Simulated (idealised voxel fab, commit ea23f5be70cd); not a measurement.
Title: Process Module voxel capacitor over wiring
Square cell edge 5 nm, section width 195 nm, ID cut.
Cross-section, as written here: a square-cell grid given band by band from the top down, where a band holds one or more rows of cells. Within each band entry, the heights of the top and of the bottom of the band appear first, in that order and in nm; the materials of the band then follow from left to right, each with its corresponding width in nm. The designation "full width" on a single material indicates that it fills the band from edge to edge; the designation "empty" indicates empty space. Where do heights start? At 0: under that level the wafer as delivered is made of one material only. And the lowest band has no floor; it just carries on downward, as in "0 down". Width "30..40": first value at the band's top row of cells, second value at its bottom row, equal change from row to row. What does "nothing changed" mean for a step? It means no cell of the cross-section changed in that step. Voids not open to the top, 8 cells minimum: see "Closed void listing". Written width x height at distance; distance is from the left edge; nm. On each step's line, the part that comes after the settings is the simulator's own comment on the step. The line of a step may include "overlay nm". On a step with a mask, this value is how far to the right of its planned place the mask lay. A negative value means the mask lay to the left.
### This section lists the process steps that were planned
1,RECEIVE, material Si
2,CONFORMAL_DEP, material SiO2, thk nm 10
3,CONFORMAL_DEP, material SiN, thk nm 5
4,DIRECTIONAL_DEP, material lowk, thk nm 15
5,PATTERN, tone open, mask id METAL_1, material resist, width nm 25, pitch nm 95, thk nm 20, overlay nm 0
6,DIRECTIONAL_ETCH, etch materials lowk, depth nm 15
7,DIRECTIONAL_ETCH, etch materials SiN, depth nm 5
8,STRIP, etch materials resist
9,CONFORMAL_DEP, material TiN, thk nm 5
10,FILL_DEP, material Cu, thk nm 5
11,CMP, height nm 30
12,CONFORMAL_DEP, material SiCN, thk nm 5
13,DIRECTIONAL_DEP, material SiO2, thk nm 15
14,MASKED_ETCH, tone open, mask id PLUG_1, width nm 15, etch materials SiO2, depth nm 15, overlay nm 0
15,MASKED_ETCH, tone open, mask id PLUG_1, width nm 15, etch materials SiCN, depth nm 5, overlay nm 0
16,CONFORMAL_DEP, material TiN, thk nm 5
17,FILL_DEP, material Cu, thk nm 5
18,CMP, height nm 50
19,DIRECTIONAL_DEP, material TiN, thk nm 10
20,DIRECTIONAL_DEP, material HfO2, thk nm 5
21,DIRECTIONAL_DEP, material TiN, thk nm 5
22,DIRECTIONAL_DEP, material aC, thk nm 15
23,PATTERN, tone cover, mask id UPPER_PLATE, material resist, width nm 75, thk nm 30, overlay nm 0
24,DIRECTIONAL_ETCH, etch materials aC, depth nm 15
25,STRIP, etch materials resist
26,DIRECTIONAL_ETCH, etch materials TiN, depth nm 5
27,DIRECTIONAL_ETCH, etch materials HfO2, depth nm 5
28,STRIP, etch materials aC
29,PATTERN, tone cover, mask id LOWER_PLATE, material resist, width nm 85, thk nm 15, overlay nm 0
30,DIRECTIONAL_ETCH, etch materials TiN, depth nm 10
31,STRIP, etch materials resist
32,FILL_DEP, material SiO2, thk nm 15
33,CMP, height nm 80
34,PATTERN, tone open, mask id PLUG_2, material resist, width nm 15, thk nm 20, overlay nm 0
35,DIRECTIONAL_ETCH, etch materials SiO2, depth nm 10
36,STRIP, etch materials resist
37,CONFORMAL_DEP, material TiN, thk nm 5
38,FILL_DEP, material W, thk nm 5
39,CMP, height nm 80
40,CONFORMAL_DEP, material SiCN, thk nm 5
### Incoming wafer, cross-sectional view, post step 1
    0 down | Si full width
    Closed void listing: none
### What the wafer looks like in cross-section after this module, when it starts as shown above and follows the plan above but one mistake is made in running it
    85 to 80 | SiCN full width
    80 to 75 | SiO2=55; TiN=5; W=5; TiN=5; SiO2=125
    75 to 65 | SiO2=55..45; TiN=15..75; SiO2=125..75
    65 to 60 | SiO2=45; HfO2=75; SiO2=75
    60 to 50 | SiO2=40; TiN=85; SiO2=70
    50 to 45 | SiCN=45; TiN=15; SiCN=135
    45 to 30 | SiO2 full width
    30 to 15 | lowk=35; TiN=5; Cu=15; TiN=5; lowk=70; TiN=5; Cu=15; TiN=5; lowk=40
    15 to 10 | SiN=35; TiN=25; SiN=70; TiN=25; SiN=40
    10 to 0 | SiO2 full width
    0 down | Si full width
    Closed void listing: none
Plan not followed: plan vs actual: 12 and 13 interchanged
